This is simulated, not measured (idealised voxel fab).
process module | voxel released beams
Section shown: cut. Width: 200 nm. Cell size: 5 nm, square.
Bands, listed from the top down, are how a cross-section gets written in this document; the cross-section itself is a grid of square cells, and a band is one or more rows of them.
Band: top and bottom heights (nm) first, top before bottom; then materials from left to right, widths in nm. "full width" marks a sole material filling the band edge to edge. "air" denotes empty space.
For the purposes of this specification, 0 denotes the height below which the wafer in its as-received condition is composed wholly of one material, and the lowermost band, lacking a lower limit, extends downward without end, as expressed in "z 0 and below".
Quick explanation for "30->40": the width changes in equal steps down the rows of cells, from the first number in the band's top row to the second number in its bottom row.
Where the words "no alterations made" appear for a step, the cross-section shows no cell changed by that step; every cell remained as before.
Entry "Voids, fully enclosed" = empty spaces >= 8 cells with no open way to the top; each as width x height at distance, distance from left edge, all nm.
On each step's line, the part that comes after the settings is the simulator's own comment on the step.
The setting "overlay nm" may be written on the line of a step. When the step uses a mask, the value reports how far to the right of the planned place the mask lay, and a negative value reports that it lay to the left.
**The planned process steps are enumerated hereunder**
| 1 | op RECEIVE | material Si |
| 2 | op CONFORMAL_DEP | material SiN | thk nm 5 |
| 3 | op DIRECTIONAL_DEP | material SiO2 | thk nm 20 |
| 4 | op PATTERN | tone open | mask id ANCHOR | material resist | width nm 35 | thk nm 15 | overlay nm 0 |
| 5 | op DIRECTIONAL_ETCH | etch materials SiO2 | depth nm 20 |
| 6 | op STRIP | etch materials resist |
| 7 | op CONFORMAL_DEP | material polySi | thk nm 5 |
| 8 | op DIRECTIONAL_DEP | material aC | thk nm 15 |
| 9 | op PATTERN | tone cover | mask id BEAM | material resist | width nm 110 | thk nm 30 | overlay nm 0 |
| 10 | op DIRECTIONAL_ETCH | etch materials aC | depth nm 15 |
| 11 | op STRIP | etch materials resist |
| 12 | op DIRECTIONAL_ETCH | etch materials polySi | depth nm 15 |
| 13 | op STRIP | etch materials aC |
| 14 | op STRIP | etch materials SiO2 |
Quick note for whoever runs this: the wafers start identical, but the thk nm at step 7 isn't the same across them. The plan just shows what the first wafer had.
**Received wafers, first of several: cross-section after step 1**
- z 0 and below | Si full width
- Voids, fully enclosed: none
**Gained (+) or lost (-) cells of each material since receipt, then closed voids: one row per wafer, at the end of the module**
thk nm 5; +40 SiN; +30 polySi; Voids, fully enclosed: none
thk nm 10; +40 SiN; +60 polySi; Voids, fully enclosed: none
thk nm 15; +40 SiN; +90 polySi; Voids, fully enclosed: none
thk nm 20; +40 SiN; +132 SiO2; +134 polySi; Voids, fully enclosed: none
thk nm 25; +40 SiN; +132 SiO2; +174 polySi; Voids, fully enclosed: none
thk nm 30; +40 SiN; +132 SiO2; +214 polySi; Voids, fully enclosed: none
